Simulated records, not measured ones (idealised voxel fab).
This section sets out a process module, namely voxel gate over fins.
For reference, the cross-section in this document is cut, with width 245 nm and square cells of 5 nm.
In this document a cross-section is written as a grid of square cells. It is given as a series of bands, listed from the top down, and a band is one or more rows of cells.
The band entry comprises the height of the band's top followed by the height of its bottom, expressed in nm, and subsequently the band's materials from left to right, each stated together with its width in nm. Where a single material is marked with the word "edge to edge", that material fills the band from edge to edge. The word "air" represents empty space.
For the purposes of this specification, 0 denotes the height below which the wafer in its as-received condition is composed wholly of one material, and the lowermost band, lacking a lower limit, extends downward without end, as expressed in "0..down".
Width: "30..40" (first number = top row, second number = bottom row, same change from row to row of cells).
Key: "no alteration" - step with no changed cell in the cross-section.
If an empty space has no open way to the top and is at least 8 cells in size, "Closed voids list" lists it, written width x height at distance, where distance is measured from the left edge and every value is in nm.
On each step's line, the part that comes after the settings is the simulator's own comment on the step.
overlay nm: step with mask; distance mask lay right of planned place; negative value = left of planned place.

[The steps planned for the process are as follows]
1,RECEIVE | material Si
2,CONFORMAL_DEP | material SiN | thk nm 10
3,DIRECTIONAL_DEP | material aC | thk nm 10
4,PATTERN | tone cover | mask id FINS | material resist | width nm 15 | pitch nm 55 | thk nm 30 | overlay nm 0
5,DIRECTIONAL_ETCH | etch materials aC | depth nm 10
6,STRIP | etch materials resist
7,DIRECTIONAL_ETCH | etch materials SiN | depth nm 10
8,DIRECTIONAL_ETCH | etch materials Si | depth nm 40
9,STRIP | etch materials aC
10,OXIDIZE | depth nm 5
11,FILL_DEP | material SiO2 | thk nm 10
12,CMP | height nm 10
13,PATTERN | tone open | mask id RAIL | material resist | width nm 15 | thk nm 15 | overlay nm 0
14,DIRECTIONAL_ETCH | etch materials SiO2 | depth nm 45
15,STRIP | etch materials resist
16,CONFORMAL_DEP | material TiN | thk nm 5
17,FILL_DEP | material Ru | thk nm 10
18,CMP | height nm 10
19,SELECTIVE_ETCH | etch materials W Ru TiN | depth nm 30
20,FILL_DEP | material SiO2 | thk nm 5
21,CMP | height nm 10
22,SELECTIVE_ETCH | etch materials SiO2 | depth nm 20
23,STRIP | etch materials SiN
24,CONFORMAL_DEP | material HfO2 | thk nm 5
25,CONFORMAL_DEP | material TiN | thk nm 5
26,FILL_DEP | material W | thk nm 15
27,CMP | height nm 20
28,CONFORMAL_DEP | material SiN | thk nm 5

[The first of the two wafers, which ran as planned]

[Cross-section of the incoming wafer, state after step 1]
  0..down = Si edge to edge
  Closed voids list: none

[Step 2 complete: cross-section through the wafer]
  10..0 = SiN edge to edge
  Rest of section, below 0: as before.

[Step 3 complete: cross-section through the wafer]
  20..10 = aC edge to edge
  Rest of section, below 10: as before.

[Step 4 complete: cross-section through the wafer]
  50..20 = air 85 nm / resist 15 nm / air 40 nm / resist 15 nm / air 90 nm
  Rest of section, below 20: as before.

[Step 5 complete: cross-section through the wafer]
  40..20 = air 85 nm / resist 15 nm / air 40 nm / resist 15 nm / air 90 nm
  20..10 = air 85 nm / aC 15 nm / air 40 nm / aC 15 nm / air 90 nm
  Rest of section, below 10: as before.

[Step 6 complete: cross-section through the wafer]
  20..10 = air 85 nm / aC 15 nm / air 40 nm / aC 15 nm / air 90 nm
  Rest of section, below 10: as before.

[Step 7 complete: cross-section through the wafer]
  20..10 = air 85 nm / aC 15 nm / air 40 nm / aC 15 nm / air 90 nm
  10..0 = air 85 nm / SiN 15 nm / air 40 nm / SiN 15 nm / air 90 nm
  Rest of section, below 0: as before.

[Step 8 complete: cross-section through the wafer]
  20..10 = air 85 nm / aC 15 nm / air 40 nm / aC 15 nm / air 90 nm
  10..0 = air 85 nm / SiN 15 nm / air 40 nm / SiN 15 nm / air 90 nm
  0..-40 = air 85 nm / Si 15 nm / air 40 nm / Si 15 nm / air 90 nm
  Rest of section, below -40: as before.

[Step 9 complete: cross-section through the wafer]
  10..0 = air 85 nm / SiN 15 nm / air 40 nm / SiN 15 nm / air 90 nm
  Rest of section, below 0: as before.

[Step 10 complete: cross-section through the wafer]
  10..0 = air 85 nm / SiN 15 nm / air 40 nm / SiN 15 nm / air 90 nm
  0..-40 = air 85 nm / SiO2 5 nm / Si 5 nm / SiO2 5 nm / air 40 nm / SiO2 5 nm / Si 5 nm / SiO2 5 nm / air 90 nm
  -40..-45 = SiO2 90 nm / Si 5 nm / SiO2 50 nm / Si 5 nm / SiO2 95 nm
  Rest of section, below -45: as before.

[Step 11 complete: cross-section through the wafer]
  20..10 = SiO2 edge to edge
  10..0 = SiO2 85 nm / SiN 15 nm / SiO2 40 nm / SiN 15 nm / SiO2 90 nm
  0..-45 = SiO2 90 nm / Si 5 nm / SiO2 50 nm / Si 5 nm / SiO2 95 nm
  Rest of section, below -45: as before.

[Step 12 complete: cross-section through the wafer]
  10..0 = SiO2 85 nm / SiN 15 nm / SiO2 40 nm / SiN 15 nm / SiO2 90 nm
  Rest of section, below 0: as before.

[Step 13 complete: cross-section through the wafer]
  25..10 = resist 110 nm / air 15 nm / resist 120 nm
  Rest of section, below 10: as before.

[Step 14 complete: cross-section through the wafer]
  25..10 = resist 110 nm / air 15 nm / resist 120 nm
  10..0 = SiO2 85 nm / SiN 15 nm / SiO2 10 nm / air 15 nm / SiO2 15 nm / SiN 15 nm / SiO2 90 nm
  0..-35 = SiO2 90 nm / Si 5 nm / SiO2 15 nm / air 15 nm / SiO2 20 nm / Si 5 nm / SiO2 95 nm
  Rest of section, below -35: as before.

[Step 15 complete: cross-section through the wafer]
  10..0 = SiO2 85 nm / SiN 15 nm / SiO2 10 nm / air 15 nm / SiO2 15 nm / SiN 15 nm / SiO2 90 nm
  Rest of section, below 0: as before.

[Step 16 complete: cross-section through the wafer]
  15..10 = TiN 115 nm / air 5 nm / TiN 125 nm
  10..0 = SiO2 85 nm / SiN 15 nm / SiO2 10 nm / TiN 5 nm / air 5 nm / TiN 5 nm / SiO2 15 nm / SiN 15 nm / SiO2 90 nm
  0..-30 = SiO2 90 nm / Si 5 nm / SiO2 15 nm / TiN 5 nm / air 5 nm / TiN 5 nm / SiO2 20 nm / Si 5 nm / SiO2 95 nm
  -30..-35 = SiO2 90 nm / Si 5 nm / SiO2 15 nm / TiN 15 nm / SiO2 20 nm / Si 5 nm / SiO2 95 nm
  Rest of section, below -35: as before.

[Step 17 complete: cross-section through the wafer]
  25..15 = Ru edge to edge
  15..10 = TiN 115 nm / Ru 5 nm / TiN 125 nm
  10..0 = SiO2 85 nm / SiN 15 nm / SiO2 10 nm / TiN 5 nm / Ru 5 nm / TiN 5 nm / SiO2 15 nm / SiN 15 nm / SiO2 90 nm
  0..-30 = SiO2 90 nm / Si 5 nm / SiO2 15 nm / TiN 5 nm / Ru 5 nm / TiN 5 nm / SiO2 20 nm / Si 5 nm / SiO2 95 nm
  Rest of section, below -30: as before.

[Step 18 complete: cross-section through the wafer]
  10..0 = SiO2 85 nm / SiN 15 nm / SiO2 10 nm / TiN 5 nm / Ru 5 nm / TiN 5 nm / SiO2 15 nm / SiN 15 nm / SiO2 90 nm
  Rest of section, below 0: as before.

[Step 19 complete: cross-section through the wafer]
  10..0 = SiO2 85 nm / SiN 15 nm / SiO2 10 nm / air 15 nm / SiO2 15 nm / SiN 15 nm / SiO2 90 nm
  0..-20 = SiO2 90 nm / Si 5 nm / SiO2 15 nm / air 15 nm / SiO2 20 nm / Si 5 nm / SiO2 95 nm
  Rest of section, below -20: as before.

[Step 20 complete: cross-section through the wafer]
  15..10 = SiO2 edge to edge
  10..0 = SiO2 85 nm / SiN 15 nm / SiO2 40 nm / SiN 15 nm / SiO2 90 nm
  0..-20 = SiO2 90 nm / Si 5 nm / SiO2 50 nm / Si 5 nm / SiO2 95 nm
  Rest of section, below -20: as before.

[Step 21 complete: cross-section through the wafer]
  10..0 = SiO2 85 nm / SiN 15 nm / SiO2 40 nm / SiN 15 nm / SiO2 90 nm
  Rest of section, below 0: as before.

[Step 22 complete: cross-section through the wafer]
  10..0 = air 85 nm / SiN 15 nm / air 40 nm / SiN 15 nm / air 90 nm
  0..-10 = air 90 nm / Si 5 nm / air 50 nm / Si 5 nm / air 95 nm
  Rest of section, below -10: as before.

[Step 23 complete: cross-section through the wafer]
  0..-10 = air 90 nm / Si 5 nm / air 50 nm / Si 5 nm / air 95 nm
  Rest of section, below -10: as before.

[Step 24 complete: cross-section through the wafer]
  5..0 = air 85 nm / HfO2 15 nm / air 40 nm / HfO2 15 nm / air 90 nm
  0..-5 = air 85 nm / HfO2 5 nm / Si 5 nm / HfO2 5 nm / air 40 nm / HfO2 5 nm / Si 5 nm / HfO2 5 nm / air 90 nm
  -5..-10 = HfO2 90 nm / Si 5 nm / HfO2 50 nm / Si 5 nm / HfO2 95 nm
  Rest of section, below -10: as before.

[Step 25 complete: cross-section through the wafer]
  10..5 = air 80 nm / TiN 25 nm / air 30 nm / TiN 25 nm / air 85 nm
  5..0 = air 80 nm / TiN 5 nm / HfO2 15 nm / TiN 5 nm / air 30 nm / TiN 5 nm / HfO2 15 nm / TiN 5 nm / air 85 nm
  0..-5 = TiN 85 nm / HfO2 5 nm / Si 5 nm / HfO2 5 nm / TiN 40 nm / HfO2 5 nm / Si 5 nm / HfO2 5 nm / TiN 90 nm
  Rest of section, below -5: as before.

[Step 26 complete: cross-section through the wafer]
  25..10 = W edge to edge
  10..5 = W 80 nm / TiN 25 nm / W 30 nm / TiN 25 nm / W 85 nm
  5..0 = W 80 nm / TiN 5 nm / HfO2 15 nm / TiN 5 nm / W 30 nm / TiN 5 nm / HfO2 15 nm / TiN 5 nm / W 85 nm
  Rest of section, below 0: as before.

[Step 27 complete: cross-section through the wafer]
  20..10 = W edge to edge
  Rest of section, below 10: as before.

[Step 28 complete: cross-section through the wafer]
  25..20 = SiN edge to edge
  Rest of section, below 20: as before.

[Second wafer, same starting state and plan as the first, one mistake in the run, identical through step 3]

[At the planned end of step 4, the second wafer in cross-section]
  50..20 = air 85 nm / resist 20 nm / air 35 nm / resist 20 nm / air 85 nm
  Rest of section, below 20: as before.

[At the planned end of step 5, the second wafer in cross-section]
  40..20 = air 85 nm / resist 20 nm / air 35 nm / resist 20 nm / air 85 nm
  20..10 = air 85 nm / aC 20 nm / air 35 nm / aC 20 nm / air 85 nm
  Rest of section, below 10: as before.

[At the planned end of step 6, the second wafer in cross-section]
  20..10 = air 85 nm / aC 20 nm / air 35 nm / aC 20 nm / air 85 nm
  Rest of section, below 10: as before.

[At the planned end of step 7, the second wafer in cross-section]
  20..10 = air 85 nm / aC 20 nm / air 35 nm / aC 20 nm / air 85 nm
  10..0 = air 85 nm / SiN 20 nm / air 35 nm / SiN 20 nm / air 85 nm
  Rest of section, below 0: as before.

[At the planned end of step 8, the second wafer in cross-section]
  20..10 = air 85 nm / aC 20 nm / air 35 nm / aC 20 nm / air 85 nm
  10..0 = air 85 nm / SiN 20 nm / air 35 nm / SiN 20 nm / air 85 nm
  0..-40 = air 85 nm / Si 20 nm / air 35 nm / Si 20 nm / air 85 nm
  Rest of section, below -40: as before.

[At the planned end of step 9, the second wafer in cross-section]
  10..0 = air 85 nm / SiN 20 nm / air 35 nm / SiN 20 nm / air 85 nm
  Rest of section, below 0: as before.

[At the planned end of step 10, the second wafer in cross-section]
  10..0 = air 85 nm / SiN 20 nm / air 35 nm / SiN 20 nm / air 85 nm
  0..-40 = air 85 nm / SiO2 5 nm / Si 10 nm / SiO2 5 nm / air 35 nm / SiO2 5 nm / Si 10 nm / SiO2 5 nm / air 85 nm
  -40..-45 = SiO2 90 nm / Si 10 nm / SiO2 45 nm / Si 10 nm / SiO2 90 nm
  Rest of section, below -45: as before.

[At the planned end of step 11, the second wafer in cross-section]
  20..10 = SiO2 edge to edge
  10..0 = SiO2 85 nm / SiN 20 nm / SiO2 35 nm / SiN 20 nm / SiO2 85 nm
  0..-45 = SiO2 90 nm / Si 10 nm / SiO2 45 nm / Si 10 nm / SiO2 90 nm
  Rest of section, below -45: as before.

[At the planned end of step 12, the second wafer in cross-section]
  10..0 = SiO2 85 nm / SiN 20 nm / SiO2 35 nm / SiN 20 nm / SiO2 85 nm
  Rest of section, below 0: as before.

[At the planned end of step 13, the second wafer in cross-section]
  25..10 = resist 110 nm / air 15 nm / resist 120 nm
  Rest of section, below 10: as before.

[At the planned end of step 14, the second wafer in cross-section]
  25..10 = resist 110 nm / air 15 nm / resist 120 nm
  10..0 = SiO2 85 nm / SiN 20 nm / SiO2 5 nm / air 15 nm / SiO2 15 nm / SiN 20 nm / SiO2 85 nm
  0..-35 = SiO2 90 nm / Si 10 nm / SiO2 10 nm / air 15 nm / SiO2 20 nm / Si 10 nm / SiO2 90 nm
  Rest of section, below -35: as before.

[At the planned end of step 15, the second wafer in cross-section]
  10..0 = SiO2 85 nm / SiN 20 nm / SiO2 5 nm / air 15 nm / SiO2 15 nm / SiN 20 nm / SiO2 85 nm
  Rest of section, below 0: as before.

[At the planned end of step 16, the second wafer in cross-section]
  15..10 = TiN 115 nm / air 5 nm / TiN 125 nm
  10..0 = SiO2 85 nm / SiN 20 nm / SiO2 5 nm / TiN 5 nm / air 5 nm / TiN 5 nm / SiO2 15 nm / SiN 20 nm / SiO2 85 nm
  0..-30 = SiO2 90 nm / Si 10 nm / SiO2 10 nm / TiN 5 nm / air 5 nm / TiN 5 nm / SiO2 20 nm / Si 10 nm / SiO2 90 nm
  -30..-35 = SiO2 90 nm / Si 10 nm / SiO2 10 nm / TiN 15 nm / SiO2 20 nm / Si 10 nm / SiO2 90 nm
  Rest of section, below -35: as before.

[At the planned end of step 17, the second wafer in cross-section]
  25..15 = Ru edge to edge
  15..10 = TiN 115 nm / Ru 5 nm / TiN 125 nm
  10..0 = SiO2 85 nm / SiN 20 nm / SiO2 5 nm / TiN 5 nm / Ru 5 nm / TiN 5 nm / SiO2 15 nm / SiN 20 nm / SiO2 85 nm
  0..-30 = SiO2 90 nm / Si 10 nm / SiO2 10 nm / TiN 5 nm / Ru 5 nm / TiN 5 nm / SiO2 20 nm / Si 10 nm / SiO2 90 nm
  Rest of section, below -30: as before.

[At the planned end of step 18, the second wafer in cross-section]
  10..0 = SiO2 85 nm / SiN 20 nm / SiO2 5 nm / TiN 5 nm / Ru 5 nm / TiN 5 nm / SiO2 15 nm / SiN 20 nm / SiO2 85 nm
  Rest of section, below 0: as before.

[At the planned end of step 19, the second wafer in cross-section]
  10..0 = SiO2 85 nm / SiN 20 nm / SiO2 5 nm / air 15 nm / SiO2 15 nm / SiN 20 nm / SiO2 85 nm
  0..-20 = SiO2 90 nm / Si 10 nm / SiO2 10 nm / air 15 nm / SiO2 20 nm / Si 10 nm / SiO2 90 nm
  Rest of section, below -20: as before.

[At the planned end of step 20, the second wafer in cross-section]
  15..10 = SiO2 edge to edge
  10..0 = SiO2 85 nm / SiN 20 nm / SiO2 35 nm / SiN 20 nm / SiO2 85 nm
  0..-20 = SiO2 90 nm / Si 10 nm / SiO2 45 nm / Si 10 nm / SiO2 90 nm
  Rest of section, below -20: as before.

[At the planned end of step 21, the second wafer in cross-section]
  10..0 = SiO2 85 nm / SiN 20 nm / SiO2 35 nm / SiN 20 nm / SiO2 85 nm
  Rest of section, below 0: as before.

[At the planned end of step 22, the second wafer in cross-section]
  10..0 = air 85 nm / SiN 20 nm / air 35 nm / SiN 20 nm / air 85 nm
  0..-10 = air 90 nm / Si 10 nm / air 45 nm / Si 10 nm / air 90 nm
  Rest of section, below -10: as before.

[At the planned end of step 23, the second wafer in cross-section]
  0..-10 = air 90 nm / Si 10 nm / air 45 nm / Si 10 nm / air 90 nm
  Rest of section, below -10: as before.

[At the planned end of step 24, the second wafer in cross-section]
  5..0 = air 85 nm / HfO2 20 nm / air 35 nm / HfO2 20 nm / air 85 nm
  0..-5 = air 85 nm / HfO2 5 nm / Si 10 nm / HfO2 5 nm / air 35 nm / HfO2 5 nm / Si 10 nm / HfO2 5 nm / air 85 nm
  -5..-10 = HfO2 90 nm / Si 10 nm / HfO2 45 nm / Si 10 nm / HfO2 90 nm
  Rest of section, below -10: as before.

[At the planned end of step 25, the second wafer in cross-section]
  10..5 = air 80 nm / TiN 30 nm / air 25 nm / TiN 30 nm / air 80 nm
  5..0 = air 80 nm / TiN 5 nm / HfO2 20 nm / TiN 5 nm / air 25 nm / TiN 5 nm / HfO2 20 nm / TiN 5 nm / air 80 nm
  0..-5 = TiN 85 nm / HfO2 5 nm / Si 10 nm / HfO2 5 nm / TiN 35 nm / HfO2 5 nm / Si 10 nm / HfO2 5 nm / TiN 85 nm
  Rest of section, below -5: as before.

[At the planned end of step 26, the second wafer in cross-section]
  25..10 = W edge to edge
  10..5 = W 80 nm / TiN 30 nm / W 25 nm / TiN 30 nm / W 80 nm
  5..0 = W 80 nm / TiN 5 nm / HfO2 20 nm / TiN 5 nm / W 25 nm / TiN 5 nm / HfO2 20 nm / TiN 5 nm / W 80 nm
  Rest of section, below 0: as before.

[At the planned end of step 27, the second wafer in cross-section]
  20..10 = W edge to edge
  Rest of section, below 10: as before.

[At the planned end of step 28, the second wafer in cross-section]
  25..20 = SiN edge to edge
  Rest of section, below 20: as before.
Deviation from plan: it should be noted that step 4 was executed with settings other than those planned, the operation and settings actually applied being PATTERN | tone cover | mask id FINS | material resist | width nm 20 | pitch nm 55 | thk nm 30 | overlay nm 0
The second wafer ends with more or fewer cells of some materials than the first, per final count: Si +18, SiO2 -14, W -4
